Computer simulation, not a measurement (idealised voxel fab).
process module | voxel wiring stack
cross-section cut | 230 nm wide | cells 5 nm
A cross-section is a grid of square cells, given in bands from the top down. A band is one or more rows of cells.
Each band's line starts with the height of the band's top and of its bottom, in nm. Then come its materials from left to right, each with its width in nm. One material with "throughout" fills the band from edge to edge. "air" is empty space.
Height 0 is the level under which the wafer as received is all one material. The lowest band goes on downwards, as in "0 down".
A width such as "30 to 40" changes by the same amount from each row of cells to the next, from the band's top row to its bottom row.
"no change" after a step means that no cell of the cross-section changed.
closed voids: empty space of 8 cells or more with no open way to the top, each as width x height at its distance from the left edge, in nm
after a step's settings: what the simulator itself notes on the step
overlay nm, on a step with a mask: how far to the right of its planned place the mask lay; to the left if negative
Each pair below shows a cross-section before one step and the cross-section after it, down to the lowest band that changed. The line under each pair gives the step between them, with its settings. The pairs can come from different runs of this module on the same starting wafer, so a pair continues from the pair above only where its "before" says so.
before
  180 to 160: resist 60 | air 15 | resist 25 | air 15 | resist 25 | air 15 | resist 75
  160 to 145: aC 60 | air 15 | aC 25 | air 15 | aC 25 | air 15 | aC 75
  145 to 120: lowk throughout
  120 to 115: SiCN throughout
  115 to 100: SiO2 60 | TiN 5 | Cu 15 | TiN 5 | SiO2 15 | TiN 5 | Cu 15 | TiN 5 | SiO2 15 | TiN 5 | Cu 15 | TiN 5 | SiO2 65
  100 to 95: SiO2 60 | TiN 5 | Cu 5 | TiN 15 | SiO2 15 | TiN 5 | Cu 5 | TiN 15 | SiO2 15 | TiN 5 | Cu 5 | TiN 15 | SiO2 65
  95 to 80: SiO2 60 | TiN 5 | Cu 5 | TiN 5 | SiO2 25 | TiN 5 | Cu 5 | TiN 5 | SiO2 25 | TiN 5 | Cu 5 | TiN 5 | SiO2 75
  80 to 75: SiCN 60 | TiN 15 | SiCN 25 | TiN 15 | SiCN 25 | TiN 15 | SiCN 75
  75 to 60: lowk 55 | SiCN 5 | Ru 25 | SiCN 5 | lowk 5 | SiCN 5 | Ru 25 | SiCN 5 | lowk 5 | SiCN 5 | Ru 25 | SiCN 5 | lowk 60
  60 to 55: SiCN 60 | TiN 25 | SiCN 15 | TiN 25 | SiCN 15 | TiN 25 | SiCN 65
  55 to 40: lowk 60 | Ru 15 | lowk 65 | Ru 15 | lowk 75
  40 to 35: SiCN 60 | Ru 15 | SiCN 65 | Ru 15 | SiCN 75
  35 to 20: SiO2 55 | SiN 5 | W 25 | SiN 5 | SiO2 5 | SiN 5 | W 25 | SiN 5 | SiO2 5 | SiN 5 | W 25 | SiN 5 | SiO2 60
  20 to 15: SiN 60 | W 25 | SiN 15 | W 25 | SiN 15 | W 25 | SiN 65
  15 to 5: SiO2 throughout
  5 to 0: TiN throughout
  0 down: Si throughout
  closed voids: none
after
  160 to 145: aC 60 | air 15 | aC 25 | air 15 | aC 25 | air 15 | aC 75
  below 145: unchanged
  closed voids: none
the step between: op STRIP | etch materials resist
before: the cross-section after the pair above
after
  160 to 145: aC 60 | air 15 | aC 25 | air 15 | aC 25 | air 15 | aC 75
  145 to 120: lowk 60 | air 15 | lowk 25 | air 15 | lowk 25 | air 15 | lowk 75
  below 120: unchanged
  closed voids: none
the step between: op DIRECTIONAL_ETCH | etch materials lowk | depth nm 25
before: the cross-section after the pair above
after
  145 to 120: lowk 60 | air 15 | lowk 25 | air 15 | lowk 25 | air 15 | lowk 75
  below 120: unchanged
  closed voids: none
the step between: op STRIP | etch materials aC
before: the cross-section after the pair above
after
  145 to 130: lowk 60 | air 25 | lowk 15 | air 25 | lowk 15 | air 25 | lowk 65
  below 130: unchanged
  closed voids: none
the step between: op MASKED_ETCH | tone open | mask id METAL_4 | width nm 25 | pitch nm 40 | etch materials lowk | depth nm 15 | overlay nm 0
before: the cross-section after the pair above
after
  145 to 130: lowk 60 | air 25 | lowk 15 | air 25 | lowk 15 | air 25 | lowk 65
  130 to 120: lowk 60 | air 15 | lowk 25 | air 15 | lowk 25 | air 15 | lowk 75
  120 to 115: SiCN 60 | air 15 | SiCN 25 | air 15 | SiCN 25 | air 15 | SiCN 75
  below 115: unchanged
  closed voids: none
the step between: op MASKED_ETCH | tone open | mask id METAL_4 | width nm 25 | pitch nm 40 | etch materials SiCN | depth nm 5 | overlay nm 0
before: the cross-section after the pair above
after
  150 to 145: TiN 65 | air 15 | TiN 25 | air 15 | TiN 25 | air 15 | TiN 70
  145 to 135: lowk 60 | TiN 5 | air 15 | TiN 5 | lowk 15 | TiN 5 | air 15 | TiN 5 | lowk 15 | TiN 5 | air 15 | TiN 5 | lowk 65
  135 to 130: lowk 60 | TiN 5 | air 5 | TiN 15 | lowk 15 | TiN 5 | air 5 | TiN 15 | lowk 15 | TiN 5 | air 5 | TiN 15 | lowk 65
  130 to 120: lowk 60 | TiN 5 | air 5 | TiN 5 | lowk 25 | TiN 5 | air 5 | TiN 5 | lowk 25 | TiN 5 | air 5 | TiN 5 | lowk 75
  120 to 115: SiCN 60 | TiN 15 | SiCN 25 | TiN 15 | SiCN 25 | TiN 15 | SiCN 75
  below 115: unchanged
  closed voids: none
the step between: op CONFORMAL_DEP | material TiN | thk nm 5
before: the cross-section after the pair above
after
  160 to 150: Ru throughout
  150 to 145: TiN 65 | Ru 15 | TiN 25 | Ru 15 | TiN 25 | Ru 15 | TiN 70
  145 to 135: lowk 60 | TiN 5 | Ru 15 | TiN 5 | lowk 15 | TiN 5 | Ru 15 | TiN 5 | lowk 15 | TiN 5 | Ru 15 | TiN 5 | lowk 65
  135 to 130: lowk 60 | TiN 5 | Ru 5 | TiN 15 | lowk 15 | TiN 5 | Ru 5 | TiN 15 | lowk 15 | TiN 5 | Ru 5 | TiN 15 | lowk 65
  130 to 120: lowk 60 | TiN 5 | Ru 5 | TiN 5 | lowk 25 | TiN 5 | Ru 5 | TiN 5 | lowk 25 | TiN 5 | Ru 5 | TiN 5 | lowk 75
  below 120: unchanged
  closed voids: none
the step between: op FILL_DEP | material Ru | thk nm 10
before: the cross-section after the pair above
after
  145 to 135: lowk 60 | TiN 5 | Ru 15 | TiN 5 | lowk 15 | TiN 5 | Ru 15 | TiN 5 | lowk 15 | TiN 5 | Ru 15 | TiN 5 | lowk 65
  below 135: unchanged
  closed voids: none
the step between: op CMP | height nm 145
before: the cross-section after the pair above
after
  150 to 145: SiCN throughout
  below 145: unchanged
  closed voids: none
the step between: op CONFORMAL_DEP | material SiCN | thk nm 5
before
  160 to 150: Ru throughout
  150 to 145: TiN 65 | Ru 15 | TiN 25 | Ru 15 | TiN 25 | Ru 15 | TiN 70
  145 to 135: lowk 60 | TiN 5 | Ru 15 | TiN 5 | lowk 15 | TiN 5 | Ru 15 | TiN 5 | lowk 15 | TiN 5 | Ru 15 | TiN 5 | lowk 65
  135 to 130: lowk 60 | TiN 5 | Ru 5 | TiN 15 | lowk 15 | TiN 5 | Ru 5 | TiN 15 | lowk 15 | TiN 5 | Ru 5 | TiN 15 | lowk 65
  130 to 120: lowk 60 | TiN 5 | Ru 5 | TiN 5 | lowk 25 | TiN 5 | Ru 5 | TiN 5 | lowk 25 | TiN 5 | Ru 5 | TiN 5 | lowk 75
  120 to 115: SiCN 60 | TiN 15 | SiCN 25 | TiN 15 | SiCN 25 | TiN 15 | SiCN 75
  115 to 100: SiO2 60 | TiN 5 | Cu 15 | TiN 5 | SiO2 15 | TiN 5 | Cu 15 | TiN 5 | SiO2 15 | TiN 5 | Cu 15 | TiN 5 | SiO2 65
  100 to 95: SiO2 60 | TiN 5 | Cu 5 | TiN 15 | SiO2 15 | TiN 5 | Cu 5 | TiN 15 | SiO2 15 | TiN 5 | Cu 5 | TiN 15 | SiO2 65
  95 to 80: SiO2 60 | TiN 5 | Cu 5 | TiN 5 | SiO2 25 | TiN 5 | Cu 5 | TiN 5 | SiO2 25 | TiN 5 | Cu 5 | TiN 5 | SiO2 75
  80 to 75: SiCN 60 | TiN 15 | SiCN 25 | TiN 15 | SiCN 25 | TiN 15 | SiCN 75
  75 to 60: lowk 55 | SiCN 5 | Ru 25 | SiCN 5 | lowk 5 | SiCN 5 | Ru 25 | SiCN 5 | lowk 5 | SiCN 5 | Ru 25 | SiCN 5 | lowk 60
  60 to 55: SiCN 60 | TiN 25 | SiCN 15 | TiN 25 | SiCN 15 | TiN 25 | SiCN 65
  55 to 40: lowk 60 | Ru 15 | lowk 65 | Ru 15 | lowk 75
  40 to 35: SiCN 60 | Ru 15 | SiCN 65 | Ru 15 | SiCN 75
  35 to 15: SiO2 55 | SiN 5 | W 25 | SiN 5 | SiO2 5 | SiN 5 | W 25 | SiN 5 | SiO2 5 | SiN 5 | W 25 | SiN 5 | SiO2 60
  15 to 10: SiN 60 | TiN 25 | SiN 15 | TiN 25 | SiN 15 | TiN 25 | SiN 65
  10 to 0: SiO2 throughout
  0 down: Si throughout
  closed voids: none
after
  150 to 145: TiN 65 | Ru 15 | TiN 25 | Ru 15 | TiN 25 | Ru 15 | TiN 70
  below 145: unchanged
  closed voids: none
the step between: op CMP | height nm 150
before: the cross-section after the pair above
after
  155 to 150: SiCN throughout
  below 150: unchanged
  closed voids: none
the step between: op CONFORMAL_DEP | material SiCN | thk nm 5
before
  115 to 80: SiO2 throughout
  80 to 75: SiCN throughout
  75 to 60: lowk 55 | SiCN 5 | Ru 25 | SiCN 5 | lowk 5 | SiCN 5 | Ru 25 | SiCN 5 | lowk 5 | SiCN 5 | Ru 25 | SiCN 5 | lowk 60
  60 to 55: SiCN 60 | TiN 25 | SiCN 15 | TiN 25 | SiCN 15 | TiN 25 | SiCN 65
  55 to 40: lowk 60 | Ru 15 | lowk 65 | Ru 15 | lowk 75
  40 to 35: SiCN 60 | Ru 15 | SiCN 65 | Ru 15 | SiCN 75
  35 to 15: SiO2 55 | SiN 5 | W 25 | SiN 5 | SiO2 5 | SiN 5 | W 25 | SiN 5 | SiO2 5 | SiN 5 | W 25 | SiN 5 | SiO2 60
  15 to 10: SiN 60 | TiN 25 | SiN 15 | TiN 25 | SiN 15 | TiN 25 | SiN 65
  10 to 0: SiO2 throughout
  0 down: Si throughout
  closed voids: none
after
  115 to 80: SiO2 55 | air 25 | SiO2 15 | air 25 | SiO2 15 | air 25 | SiO2 70
  below 80: unchanged
  closed voids: none
the step between: op MASKED_ETCH | tone open | mask id METAL_3_HOLES | width nm 25 | pitch nm 40 | etch materials SiO2 | depth nm 35 | overlay nm 0
before: the cross-section after the pair above
after
  130 to 115: aC 55 | air 25 | aC 15 | air 25 | aC 15 | air 25 | aC 70
  115 to 95: SiO2 55 | air 25 | SiO2 15 | air 25 | SiO2 15 | air 25 | SiO2 70
  95 to 80: SiO2 55 | aC 25 | SiO2 15 | aC 25 | SiO2 15 | aC 25 | SiO2 70
  below 80: unchanged
  closed voids: none
the step between: op DIRECTIONAL_DEP | material aC | thk nm 15
before: the cross-section after the pair above
after
  160 to 130: resist 60 | air 25 | resist 15 | air 25 | resist 15 | air 25 | resist 65
  130 to 115: aC 55 | resist 5 | air 20 | aC 15 | resist 5 | air 20 | aC 15 | resist 5 | air 20 | aC 70
  115 to 95: SiO2 55 | resist 5 | air 20 | SiO2 15 | resist 5 | air 20 | SiO2 15 | resist 5 | air 20 | SiO2 70
  below 95: unchanged
  closed voids: none
the step between: op PATTERN | tone open | mask id METAL_3 | material resist | width nm 25 | pitch nm 40 | thk nm 30 | overlay nm 0
before: the cross-section after the pair above
after
  145 to 130: resist 60 | air 25 | resist 15 | air 25 | resist 15 | air 25 | resist 65
  130 to 115: aC 55 | resist 5 | air 25 | aC 10 | resist 5 | air 25 | aC 10 | resist 5 | air 25 | aC 65
  115 to 95: SiO2 55 | resist 5 | air 20 | SiO2 15 | resist 5 | air 20 | SiO2 15 | resist 5 | air 20 | SiO2 70
  95 to 80: SiO2 55 | aC 5 | air 20 | SiO2 15 | aC 5 | air 20 | SiO2 15 | aC 5 | air 20 | SiO2 70
  below 80: unchanged
  closed voids: none
the step between: op DIRECTIONAL_ETCH | etch materials aC | depth nm 15
before: the cross-section after the pair above
after
  130 to 115: aC 55 | air 30 | aC 10 | air 30 | aC 10 | air 30 | aC 65
  115 to 95: SiO2 55 | air 25 | SiO2 15 | air 25 | SiO2 15 | air 25 | SiO2 70
  below 95: unchanged
  closed voids: none
the step between: op STRIP | etch materials resist
before: the cross-section after the pair above
after
  130 to 115: aC 55 | air 30 | aC 10 | air 30 | aC 10 | air 30 | aC 65
  115 to 95: SiO2 55 | air 30 | SiO2 10 | air 30 | SiO2 10 | air 30 | SiO2 65
  below 95: unchanged
  closed voids: none
the step between: op DIRECTIONAL_ETCH | etch materials SiO2 | depth nm 20
before: the cross-section after the pair above
after
  130 to 115: aC 55 | air 30 | aC 10 | air 30 | aC 10 | air 30 | aC 65
  115 to 95: SiO2 55 | air 30 | SiO2 10 | air 30 | SiO2 10 | air 30 | SiO2 65
  95 to 80: SiO2 55 | aC 5 | air 20 | SiO2 15 | aC 5 | air 20 | SiO2 15 | aC 5 | air 20 | SiO2 70
  80 to 75: SiCN 60 | air 20 | SiCN 20 | air 20 | SiCN 20 | air 20 | SiCN 70
  below 75: unchanged
  closed voids: none
the step between: op DIRECTIONAL_ETCH | etch materials SiCN | depth nm 5
before: the cross-section after the pair above
after
  115 to 95: SiO2 55 | air 30 | SiO2 10 | air 30 | SiO2 10 | air 30 | SiO2 65
  95 to 80: SiO2 55 | air 25 | SiO2 15 | air 25 | SiO2 15 | air 25 | SiO2 70
  below 80: unchanged
  closed voids: none
the step between: op STRIP | etch materials aC
before: the cross-section after the pair above
after
  120 to 115: TiN 60 | air 20 | TiN 20 | air 20 | TiN 20 | air 20 | TiN 70
  115 to 100: SiO2 55 | TiN 5 | air 20 | TiN 5 | SiO2 10 | TiN 5 | air 20 | TiN 5 | SiO2 10 | TiN 5 | air 20 | TiN 5 | SiO2 65
  100 to 95: SiO2 55 | TiN 5 | air 15 | TiN 10 | SiO2 10 | TiN 5 | air 15 | TiN 10 | SiO2 10 | TiN 5 | air 15 | TiN 10 | SiO2 65
  95 to 85: SiO2 55 | TiN 5 | air 15 | TiN 5 | SiO2 15 | TiN 5 | air 15 | TiN 5 | SiO2 15 | TiN 5 | air 15 | TiN 5 | SiO2 70
  85 to 80: SiO2 55 | TiN 10 | air 10 | TiN 5 | SiO2 15 | TiN 10 | air 10 | TiN 5 | SiO2 15 | TiN 10 | air 10 | TiN 5 | SiO2 70
  80 to 75: SiCN 60 | TiN 20 | SiCN 20 | TiN 20 | SiCN 20 | TiN 20 | SiCN 70
  below 75: unchanged
  closed voids: none
the step between: op CONFORMAL_DEP | material TiN | thk nm 5
before: the cross-section after the pair above
after
  130 to 120: Cu throughout
  120 to 115: TiN 60 | Cu 20 | TiN 20 | Cu 20 | TiN 20 | Cu 20 | TiN 70
  115 to 100: SiO2 55 | TiN 5 | Cu 20 | TiN 5 | SiO2 10 | TiN 5 | Cu 20 | TiN 5 | SiO2 10 | TiN 5 | Cu 20 | TiN 5 | SiO2 65
  100 to 95: SiO2 55 | TiN 5 | Cu 15 | TiN 10 | SiO2 10 | TiN 5 | Cu 15 | TiN 10 | SiO2 10 | TiN 5 | Cu 15 | TiN 10 | SiO2 65
  95 to 85: SiO2 55 | TiN 5 | Cu 15 | TiN 5 | SiO2 15 | TiN 5 | Cu 15 | TiN 5 | SiO2 15 | TiN 5 | Cu 15 | TiN 5 | SiO2 70
  85 to 80: SiO2 55 | TiN 10 | Cu 10 | TiN 5 | SiO2 15 | TiN 10 | Cu 10 | TiN 5 | SiO2 15 | TiN 10 | Cu 10 | TiN 5 | SiO2 70
  below 80: unchanged
  closed voids: none
the step between: op FILL_DEP | material Cu | thk nm 10
before: the cross-section after the pair above
after
  115 to 100: SiO2 55 | TiN 5 | Cu 20 | TiN 5 | SiO2 10 | TiN 5 | Cu 20 | TiN 5 | SiO2 10 | TiN 5 | Cu 20 | TiN 5 | SiO2 65
  below 100: unchanged
  closed voids: none
the step between: op CMP | height nm 115
before: the cross-section after the pair above
after
  120 to 115: SiCN throughout
  below 115: unchanged
  closed voids: none
the step between: op CONFORMAL_DEP | material SiCN | thk nm 5
before: the cross-section after the pair above
after
  145 to 120: lowk throughout
  below 120: unchanged
  closed voids: none
the step between: op DIRECTIONAL_DEP | material lowk | thk nm 25
before: the cross-section after the pair above
after
  160 to 145: aC throughout
  below 145: unchanged
  closed voids: none
the step between: op DIRECTIONAL_DEP | material aC | thk nm 15
before: the cross-section after the pair above
after
  195 to 160: resist 60 | air 15 | resist 25 | air 15 | resist 25 | air 15 | resist 75
  below 160: unchanged
  closed voids: none
the step between: op PATTERN | tone open | mask id METAL_4_HOLES | material resist | width nm 15 | pitch nm 40 | thk nm 35 | overlay nm 0
before: the cross-section after the pair above
after
  180 to 160: resist 60 | air 15 | resist 25 | air 15 | resist 25 | air 15 | resist 75
  160 to 145: aC 60 | air 15 | aC 25 | air 15 | aC 25 | air 15 | aC 75
  below 145: unchanged
  closed voids: none
the step between: op DIRECTIONAL_ETCH | etch materials aC | depth nm 15
before: the cross-section after the pair above
after
  160 to 145: aC 60 | air 15 | aC 25 | air 15 | aC 25 | air 15 | aC 75
  below 145: unchanged
  closed voids: none
the step between: op STRIP | etch materials resist
before: the cross-section after the pair above
after
  160 to 145: aC 60 | air 15 | aC 25 | air 15 | aC 25 | air 15 | aC 75
  145 to 120: lowk 60 | air 15 | lowk 25 | air 15 | lowk 25 | air 15 | lowk 75
  below 120: unchanged
  closed voids: none
the step between: op DIRECTIONAL_ETCH | etch materials lowk | depth nm 25
before: the cross-section after the pair above
after
  145 to 120: lowk 60 | air 15 | lowk 25 | air 15 | lowk 25 | air 15 | lowk 75
  below 120: unchanged
  closed voids: none
the step between: op STRIP | etch materials aC
before: the cross-section after the pair above
after
  145 to 130: lowk 60 | air 25 | lowk 15 | air 25 | lowk 15 | air 25 | lowk 65
  below 130: unchanged
  closed voids: none
the step between: op MASKED_ETCH | tone open | mask id METAL_4 | width nm 25 | pitch nm 40 | etch materials lowk | depth nm 15 | overlay nm 0
before: the cross-section after the pair above
after
  145 to 130: lowk 60 | air 25 | lowk 15 | air 25 | lowk 15 | air 25 | lowk 65
  130 to 120: lowk 60 | air 15 | lowk 25 | air 15 | lowk 25 | air 15 | lowk 75
  120 to 115: SiCN 60 | air 15 | SiCN 25 | air 15 | SiCN 25 | air 15 | SiCN 75
  below 115: unchanged
  closed voids: none
the step between: op MASKED_ETCH | tone open | mask id METAL_4 | width nm 25 | pitch nm 40 | etch materials SiCN | depth nm 5 | overlay nm 0
before: the cross-section after the pair above
after
  150 to 145: TiN 65 | air 15 | TiN 25 | air 15 | TiN 25 | air 15 | TiN 70
  145 to 135: lowk 60 | TiN 5 | air 15 | TiN 5 | lowk 15 | TiN 5 | air 15 | TiN 5 | lowk 15 | TiN 5 | air 15 | TiN 5 | lowk 65
  135 to 130: lowk 60 | TiN 5 | air 5 | TiN 15 | lowk 15 | TiN 5 | air 5 | TiN 15 | lowk 15 | TiN 5 | air 5 | TiN 15 | lowk 65
  130 to 120: lowk 60 | TiN 5 | air 5 | TiN 5 | lowk 25 | TiN 5 | air 5 | TiN 5 | lowk 25 | TiN 5 | air 5 | TiN 5 | lowk 75
  120 to 115: SiCN 60 | TiN 15 | SiCN 25 | TiN 15 | SiCN 25 | TiN 15 | SiCN 75
  below 115: unchanged
  closed voids: none
the step between: op CONFORMAL_DEP | material TiN | thk nm 5
before: the cross-section after the pair above
after
  160 to 150: Ru throughout
  150 to 145: TiN 65 | Ru 15 | TiN 25 | Ru 15 | TiN 25 | Ru 15 | TiN 70
  145 to 135: lowk 60 | TiN 5 | Ru 15 | TiN 5 | lowk 15 | TiN 5 | Ru 15 | TiN 5 | lowk 15 | TiN 5 | Ru 15 | TiN 5 | lowk 65
  135 to 130: lowk 60 | TiN 5 | Ru 5 | TiN 15 | lowk 15 | TiN 5 | Ru 5 | TiN 15 | lowk 15 | TiN 5 | Ru 5 | TiN 15 | lowk 65
  130 to 120: lowk 60 | TiN 5 | Ru 5 | TiN 5 | lowk 25 | TiN 5 | Ru 5 | TiN 5 | lowk 25 | TiN 5 | Ru 5 | TiN 5 | lowk 75
  below 120: unchanged
  closed voids: none
the step between: op FILL_DEP | material Ru | thk nm 10
before: the cross-section after the pair above
after
  145 to 135: lowk 60 | TiN 5 | Ru 15 | TiN 5 | lowk 15 | TiN 5 | Ru 15 | TiN 5 | lowk 15 | TiN 5 | Ru 15 | TiN 5 | lowk 65
  below 135: unchanged
  closed voids: none
the step between: op CMP | height nm 145
before: the cross-section after the pair above
after
  150 to 145: SiCN throughout
  below 145: unchanged
  closed voids: none
the step between: op CONFORMAL_DEP | material SiCN | thk nm 5
before
  55 to 40: lowk 60 | air 15 | lowk 65 | air 15 | lowk 75
  40 to 35: SiCN throughout
  35 to 15: SiO2 55 | SiN 5 | W 25 | SiN 5 | SiO2 5 | SiN 5 | W 25 | SiN 5 | SiO2 5 | SiN 5 | W 25 | SiN 5 | SiO2 60
  15 to 10: SiN 60 | TiN 25 | SiN 15 | TiN 25 | SiN 15 | TiN 25 | SiN 65
  10 to 0: SiO2 throughout
  0 down: Si throughout
  closed voids: none
after
  55 to 40: lowk 60 | air 15 | lowk 65 | air 15 | lowk 75
  40 to 35: SiCN 70 | air 5 | SiCN 75 | air 5 | SiCN 75
  below 35: unchanged
  closed voids: none
the step between: op MASKED_ETCH | tone open | mask id PLUG_1 | width nm 15 | pitch nm 80 | etch materials SiCN | depth nm 5 | overlay nm 10
before: the cross-section after the pair above
after
  55 to 45: lowk 60 | air 15 | lowk 65 | air 15 | lowk 75
  45 to 40: lowk 60 | air 5 | Ru 10 | lowk 65 | air 5 | Ru 10 | lowk 75
  40 to 35: SiCN 70 | Ru 5 | SiCN 75 | Ru 5 | SiCN 75
  below 35: unchanged
  closed voids: none
the step between: op EPI | material Ru | thk nm 10
before: the cross-section after the pair above
after
  55 to 40: lowk 60 | Ru 15 | lowk 65 | Ru 15 | lowk 75
  below 40: unchanged
  closed voids: none
the step between: op EPI | material Ru | thk nm 10
before: the cross-section after the pair above
after
  60 to 55: TiN throughout
  below 55: unchanged
  closed voids: none
the step between: op DIRECTIONAL_DEP | material TiN | thk nm 5
before: the cross-section after the pair above
after
  75 to 60: Ru throughout
  below 60: unchanged
  closed voids: none
the step between: op DIRECTIONAL_DEP | material Ru | thk nm 15
before: the cross-section after the pair above
after
  85 to 75: aC throughout
  below 75: unchanged
  closed voids: none
the step between: op DIRECTIONAL_DEP | material aC | thk nm 10
before: the cross-section after the pair above
after
  115 to 85: air 60 | resist 25 | air 15 | resist 25 | air 15 | resist 25 | air 65
  below 85: unchanged
  closed voids: none
the step between: op PATTERN | tone cover | mask id METAL_2 | material resist | width nm 25 | pitch nm 40 | thk nm 30 | overlay nm 0
before: the cross-section after the pair above
after
  105 to 85: air 60 | resist 25 | air 15 | resist 25 | air 15 | resist 25 | air 65
  85 to 75: air 60 | aC 25 | air 15 | aC 25 | air 15 | aC 25 | air 65
  below 75: unchanged
  closed voids: none
the step between: op DIRECTIONAL_ETCH | etch materials aC | depth nm 10
before: the cross-section after the pair above
after
  85 to 75: air 60 | aC 25 | air 15 | aC 25 | air 15 | aC 25 | air 65
  below 75: unchanged
  closed voids: none
the step between: op STRIP | etch materials resist
before: the cross-section after the pair above
after
  85 to 75: air 60 | aC 25 | air 15 | aC 25 | air 15 | aC 25 | air 65
  75 to 60: air 60 | Ru 25 | air 15 | Ru 25 | air 15 | Ru 25 | air 65
  below 60: unchanged
  closed voids: none
the step between: op DIRECTIONAL_ETCH | etch materials Ru | depth nm 15
before: the cross-section after the pair above
after
  85 to 75: air 60 | aC 25 | air 15 | aC 25 | air 15 | aC 25 | air 65
  75 to 60: air 60 | Ru 25 | air 15 | Ru 25 | air 15 | Ru 25 | air 65
  60 to 55: air 60 | TiN 25 | air 15 | TiN 25 | air 15 | TiN 25 | air 65
  below 55: unchanged
  closed voids: none
the step between: op DIRECTIONAL_ETCH | etch materials TiN | depth nm 5
before: the cross-section after the pair above
after
  75 to 60: air 60 | Ru 25 | air 15 | Ru 25 | air 15 | Ru 25 | air 65
  below 60: unchanged
  closed voids: none
the step between: op STRIP | etch materials aC
before: the cross-section after the pair above
after
  80 to 75: air 55 | SiCN 35 | air 5 | SiCN 35 | air 5 | SiCN 35 | air 60
  75 to 60: air 55 | SiCN 5 | Ru 25 | SiCN 5 | air 5 | SiCN 5 | Ru 25 | SiCN 5 | air 5 | SiCN 5 | Ru 25 | SiCN 5 | air 60
  60 to 55: SiCN 60 | TiN 25 | SiCN 15 | TiN 25 | SiCN 15 | TiN 25 | SiCN 65
  below 55: unchanged
  closed voids: none
the step between: op CONFORMAL_DEP | material SiCN | thk nm 5
before: the cross-section after the pair above
after
  85 to 80: lowk throughout
  80 to 75: lowk 55 | SiCN 35 | lowk 5 | SiCN 35 | lowk 5 | SiCN 35 | lowk 60
  75 to 60: lowk 55 | SiCN 5 | Ru 25 | SiCN 5 | lowk 5 | SiCN 5 | Ru 25 | SiCN 5 | lowk 5 | SiCN 5 | Ru 25 | SiCN 5 | lowk 60
  below 60: unchanged
  closed voids: none
the step between: op FILL_DEP | material lowk | thk nm 5
before: the cross-section after the pair above
after
  75 to 60: lowk 55 | SiCN 5 | Ru 25 | SiCN 5 | lowk 5 | SiCN 5 | Ru 25 | SiCN 5 | lowk 5 | SiCN 5 | Ru 25 | SiCN 5 | lowk 60
  below 60: unchanged
  closed voids: none
the step between: op CMP | height nm 75
before: the cross-section after the pair above
after
  80 to 75: SiCN throughout
  below 75: unchanged
  closed voids: none
the step between: op CONFORMAL_DEP | material SiCN | thk nm 5
before: the cross-section after the pair above
after
  115 to 80: SiO2 throughout
  below 80: unchanged
  closed voids: none
the step between: op DIRECTIONAL_DEP | material SiO2 | thk nm 35
before: the cross-section after the pair above
after
  115 to 80: SiO2 60 | air 15 | SiO2 25 | air 15 | SiO2 25 | air 15 | SiO2 75
  below 80: unchanged
  closed voids: none
the step between: op MASKED_ETCH | tone open | mask id METAL_3_HOLES | width nm 15 | pitch nm 40 | etch materials SiO2 | depth nm 35 | overlay nm 0
before: the cross-section after the pair above
after
  130 to 115: aC 60 | air 15 | aC 25 | air 15 | aC 25 | air 15 | aC 75
  115 to 95: SiO2 60 | air 15 | SiO2 25 | air 15 | SiO2 25 | air 15 | SiO2 75
  95 to 80: SiO2 60 | aC 15 | SiO2 25 | aC 15 | SiO2 25 | aC 15 | SiO2 75
  below 80: unchanged
  closed voids: none
the step between: op DIRECTIONAL_DEP | material aC | thk nm 15
before: the cross-section after the pair above
after
  160 to 130: resist 60 | air 25 | resist 15 | air 25 | resist 15 | air 25 | resist 65
  below 130: unchanged
  closed voids: none
the step between: op PATTERN | tone open | mask id METAL_3 | material resist | width nm 25 | pitch nm 40 | thk nm 30 | overlay nm 0
before: the cross-section after the pair above
after
  145 to 130: resist 60 | air 25 | resist 15 | air 25 | resist 15 | air 25 | resist 65
  130 to 115: aC 60 | air 25 | aC 15 | air 25 | aC 15 | air 25 | aC 65
  115 to 80: SiO2 60 | air 15 | SiO2 25 | air 15 | SiO2 25 | air 15 | SiO2 75
  below 80: unchanged
  closed voids: none
the step between: op DIRECTIONAL_ETCH | etch materials aC | depth nm 15
before: the cross-section after the pair above
after
  130 to 115: aC 60 | air 25 | aC 15 | air 25 | aC 15 | air 25 | aC 65
  below 115: unchanged
  closed voids: none
the step between: op STRIP | etch materials resist
before: the cross-section after the pair above
after
  130 to 115: aC 60 | air 25 | aC 15 | air 25 | aC 15 | air 25 | aC 65
  115 to 95: SiO2 60 | air 25 | SiO2 15 | air 25 | SiO2 15 | air 25 | SiO2 65
  below 95: unchanged
  closed voids: none
the step between: op DIRECTIONAL_ETCH | etch materials SiO2 | depth nm 20
before: the cross-section after the pair above
after
  130 to 115: aC 60 | air 25 | aC 15 | air 25 | aC 15 | air 25 | aC 65
  115 to 95: SiO2 60 | air 25 | SiO2 15 | air 25 | SiO2 15 | air 25 | SiO2 65
  95 to 80: SiO2 60 | air 15 | SiO2 25 | air 15 | SiO2 25 | air 15 | SiO2 75
  80 to 75: SiCN 60 | air 15 | SiCN 25 | air 15 | SiCN 25 | air 15 | SiCN 75
  below 75: unchanged
  closed voids: none
the step between: op DIRECTIONAL_ETCH | etch materials SiCN | depth nm 5
before: the cross-section after the pair above
after
  115 to 95: SiO2 60 | air 25 | SiO2 15 | air 25 | SiO2 15 | air 25 | SiO2 65
  below 95: unchanged
  closed voids: none
the step between: op STRIP | etch materials aC
before: the cross-section after the pair above
after
  120 to 115: TiN 65 | air 15 | TiN 25 | air 15 | TiN 25 | air 15 | TiN 70
  115 to 100: SiO2 60 | TiN 5 | air 15 | TiN 5 | SiO2 15 | TiN 5 | air 15 | TiN 5 | SiO2 15 | TiN 5 | air 15 | TiN 5 | SiO2 65
  100 to 95: SiO2 60 | TiN 5 | air 5 | TiN 15 | SiO2 15 | TiN 5 | air 5 | TiN 15 | SiO2 15 | TiN 5 | air 5 | TiN 15 | SiO2 65
  95 to 80: SiO2 60 | TiN 5 | air 5 | TiN 5 | SiO2 25 | TiN 5 | air 5 | TiN 5 | SiO2 25 | TiN 5 | air 5 | TiN 5 | SiO2 75
  80 to 75: SiCN 60 | TiN 15 | SiCN 25 | TiN 15 | SiCN 25 | TiN 15 | SiCN 75
  below 75: unchanged
  closed voids: none
the step between: op CONFORMAL_DEP | material TiN | thk nm 5
before: the cross-section after the pair above
after
  130 to 120: Cu throughout
  120 to 115: TiN 65 | Cu 15 | TiN 25 | Cu 15 | TiN 25 | Cu 15 | TiN 70
  115 to 100: SiO2 60 | TiN 5 | Cu 15 | TiN 5 | SiO2 15 | TiN 5 | Cu 15 | TiN 5 | SiO2 15 | TiN 5 | Cu 15 | TiN 5 | SiO2 65
  100 to 95: SiO2 60 | TiN 5 | Cu 5 | TiN 15 | SiO2 15 | TiN 5 | Cu 5 | TiN 15 | SiO2 15 | TiN 5 | Cu 5 | TiN 15 | SiO2 65
  95 to 80: SiO2 60 | TiN 5 | Cu 5 | TiN 5 | SiO2 25 | TiN 5 | Cu 5 | TiN 5 | SiO2 25 | TiN 5 | Cu 5 | TiN 5 | SiO2 75
  below 80: unchanged
  closed voids: none
the step between: op FILL_DEP | material Cu | thk nm 10
